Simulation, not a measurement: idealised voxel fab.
The name of this process module is voxel fin reveal.
This is section cut - it's 205 nm across, gridded in 5 nm square cells.
When this document writes out a cross-section, it uses a grid of square cells and lists it as bands, beginning at the top and moving down, with a band standing for one or more rows of cells. Read a band's entry like this: the first values are the height of its top and the height of its bottom in nm, and what follows is the sequence of materials from left to right, each with its width in nm. Note that "empty" is empty space, and that a single material marked "all across" reaches across the band from edge to edge. A quick word on heights: they are counted from 0, and under that level the wafer as it came to us is one material throughout. The lowest band is different from the rest in having no bottom; it simply continues downward, written as in "0 -> down". Quick explanation for "30..40": the width changes in equal steps down the rows of cells, from the first number in the band's top row to the second number in its bottom row. "same as before" after a step means that no cell of the cross-section changed. "Enclosed void listing": sealed empty spaces, 8 cells or more, no open way to top, listed width x height at distance, with distance from the left edge and width, height and distance in nm. It should be noted that, on the line of a given step, the content following the step's settings is a remark produced by the simulator itself with respect to that step. overlay nm: on a step with a mask, how far right of its planned place the mask lay; negative means left.

[Listed below are the process steps as planned]
1: RECEIVE,material Si
2: CONFORMAL_DEP,material SiN,thk nm 5
3: DIRECTIONAL_DEP,material aC,thk nm 15
4: PATTERN,tone cover,mask id FINS,material resist,width nm 15,pitch nm 40,thk nm 30,overlay nm 0
5: DIRECTIONAL_ETCH,etch materials aC,depth nm 15
6: STRIP,etch materials resist
7: DIRECTIONAL_ETCH,etch materials SiN,depth nm 5
8: DIRECTIONAL_ETCH,etch materials Si,depth nm 40
9: STRIP,etch materials aC
10: OXIDIZE,depth nm 5
11: FILL_DEP,material SiO2,thk nm 15
12: CMP,height nm 5
13: SELECTIVE_ETCH,etch materials SiO2,depth nm 30
14: STRIP,etch materials SiN
15: CONFORMAL_DEP,material HfO2,thk nm 5

[First wafer, two in total, run as planned]

[As received (post step 1): cross-section]
- 0 -> down | Si all across
- Enclosed void listing: none

[after step 2]
- 5 -> 0 | SiN all across
- Unchanged below 0.

[after step 3]
- 20 -> 5 | aC all across
- Unchanged below 5.

[after step 4]
- 50 -> 20 | 55 empty; 15 resist; 25 empty; 15 resist; 25 empty; 15 resist; 55 empty
- Unchanged below 20.

[after step 5]
- 35 -> 20 | 55 empty; 15 resist; 25 empty; 15 resist; 25 empty; 15 resist; 55 empty
- 20 -> 5 | 55 empty; 15 aC; 25 empty; 15 aC; 25 empty; 15 aC; 55 empty
- Unchanged below 5.

[after step 6]
- 20 -> 5 | 55 empty; 15 aC; 25 empty; 15 aC; 25 empty; 15 aC; 55 empty
- Unchanged below 5.

[after step 7]
- 20 -> 5 | 55 empty; 15 aC; 25 empty; 15 aC; 25 empty; 15 aC; 55 empty
- 5 -> 0 | 55 empty; 15 SiN; 25 empty; 15 SiN; 25 empty; 15 SiN; 55 empty
- Unchanged below 0.

[after step 8]
- 20 -> 5 | 55 empty; 15 aC; 25 empty; 15 aC; 25 empty; 15 aC; 55 empty
- 5 -> 0 | 55 empty; 15 SiN; 25 empty; 15 SiN; 25 empty; 15 SiN; 55 empty
- 0 -> -40 | 55 empty; 15 Si; 25 empty; 15 Si; 25 empty; 15 Si; 55 empty
- Unchanged below -40.

[after step 9]
- 5 -> 0 | 55 empty; 15 SiN; 25 empty; 15 SiN; 25 empty; 15 SiN; 55 empty
- Unchanged below 0.

[after step 10]
- 5 -> 0 | 55 empty; 15 SiN; 25 empty; 15 SiN; 25 empty; 15 SiN; 55 empty
- 0 -> -40 | 55 empty; 5 SiO2; 5 Si; 5 SiO2; 25 empty; 5 SiO2; 5 Si; 5 SiO2; 25 empty; 5 SiO2; 5 Si; 5 SiO2; 55 empty
- -40 -> -45 | 60 SiO2; 5 Si; 35 SiO2; 5 Si; 35 SiO2; 5 Si; 60 SiO2
- Unchanged below -45.

[after step 11]
- 20 -> 5 | SiO2 all across
- 5 -> 0 | 55 SiO2; 15 SiN; 25 SiO2; 15 SiN; 25 SiO2; 15 SiN; 55 SiO2
- 0 -> -45 | 60 SiO2; 5 Si; 35 SiO2; 5 Si; 35 SiO2; 5 Si; 60 SiO2
- Unchanged below -45.

[after step 12]
- 5 -> 0 | 55 SiO2; 15 SiN; 25 SiO2; 15 SiN; 25 SiO2; 15 SiN; 55 SiO2
- Unchanged below 0.

[after step 13]
- 5 -> 0 | 55 empty; 15 SiN; 25 empty; 15 SiN; 25 empty; 15 SiN; 55 empty
- 0 -> -25 | 60 empty; 5 Si; 35 empty; 5 Si; 35 empty; 5 Si; 60 empty
- Unchanged below -25.

[after step 14]
- 0 -> -25 | 60 empty; 5 Si; 35 empty; 5 Si; 35 empty; 5 Si; 60 empty
- Unchanged below -25.

[after step 15]
- 5 -> 0 | 55 empty; 15 HfO2; 25 empty; 15 HfO2; 25 empty; 15 HfO2; 55 empty
- 0 -> -20 | 55 empty; 5 HfO2; 5 Si; 5 HfO2; 25 empty; 5 HfO2; 5 Si; 5 HfO2; 25 empty; 5 HfO2; 5 Si; 5 HfO2; 55 empty
- -20 -> -25 | 60 HfO2; 5 Si; 35 HfO2; 5 Si; 35 HfO2; 5 Si; 60 HfO2
- Unchanged below -25.

[second wafer: like start, like plan, one mistake. Through step 12 it matches the first wafer]

[Second wafer, cross-section, planned end of step 13]
- 5 -> 0 | 55 empty; 15 SiN; 25 empty; 15 SiN; 25 empty; 15 SiN; 55 empty
- 0 -> -45 | 60 empty; 5 Si; 35 empty; 5 Si; 35 empty; 5 Si; 60 empty
- Unchanged below -45.

[Second wafer, cross-section, planned end of step 14]
- 0 -> -45 | 60 empty; 5 Si; 35 empty; 5 Si; 35 empty; 5 Si; 60 empty
- Unchanged below -45.

[Second wafer, cross-section, planned end of step 15]
- 5 -> 0 | 55 empty; 15 HfO2; 25 empty; 15 HfO2; 25 empty; 15 HfO2; 55 empty
- 0 -> -40 | 55 empty; 5 HfO2; 5 Si; 5 HfO2; 25 empty; 5 HfO2; 5 Si; 5 HfO2; 25 empty; 5 HfO2; 5 Si; 5 HfO2; 55 empty
- -40 -> -45 | 60 HfO2; 5 Si; 35 HfO2; 5 Si; 35 HfO2; 5 Si; 60 HfO2
- Unchanged below -45.
Deviation from plan: heads up, step 13 of the plan got done twice
Final difference in cells, second wafer against first, listed per material as more or fewer: HfO2: 24 more; SiO2: 152 fewer
